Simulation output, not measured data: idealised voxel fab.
process module | voxel ribs on slabs
cross-section cut | 300 nm wide | cells 5 nm
A cross-section is a grid of square cells, given in bands from the top down. A band is one or more rows of cells.
Each band's line starts with the height of the band's top and of its bottom, in nm. Then come its materials from left to right, each with its width in nm. One material with "throughout" fills the band from edge to edge. "air" is empty space.
Height 0 is the level under which the wafer as received is all one material. The lowest band goes on downwards, as in "0 down".
A width such as "30 to 40" changes by the same amount from each row of cells to the next, from the band's top row to its bottom row.
"no change" after a step means that no cell of the cross-section changed.
closed voids: empty space of 8 cells or more with no open way to the top, each as width x height at its distance from the left edge, in nm
after a step's settings: what the simulator itself notes on the step
overlay nm, on a step with a mask: how far to the right of its planned place the mask lay; to the left if negative
plan
1 op RECEIVE | material Si
2 op DIRECTIONAL_DEP | material SiO2 | thk nm 30
3 op DIRECTIONAL_DEP | material polySi | thk nm 20
4 op MASKED_ETCH | tone cover | mask id RIB | width nm 20 | etch materials polySi | depth nm 5 | overlay nm 0
5 op DIRECTIONAL_DEP | material aC | thk nm 10
6 op PATTERN | tone cover | mask id SLAB | material resist | width nm 50 | thk nm 30 | overlay nm 0
7 op DIRECTIONAL_ETCH | etch materials aC | depth nm 10
8 op STRIP | etch materials resist
9 op DIRECTIONAL_ETCH | etch materials polySi | depth nm 15
10 op STRIP | etch materials aC
11 op FILL_DEP | material SiO2 | thk nm 25
12 op CMP | height nm 70
13 op DIRECTIONAL_DEP | material TiN | thk nm 10
14 op PATTERN | tone cover | mask id HEATER | material resist | width nm 30 | thk nm 15 | overlay nm 0
15 op DIRECTIONAL_ETCH | etch materials TiN | depth nm 10
16 op STRIP | etch materials resist
17 op CONFORMAL_DEP | material SiO2 | thk nm 5
as received, after step 1
  0 down: Si throughout
  closed voids: none
a wafer at the end: this start, this plan, one mistake
  5 to 0: SiO2 throughout
  0 down: Si throughout
  closed voids: none
what went wrong: step 16 ran as: op STRIP | etch materials SiO2
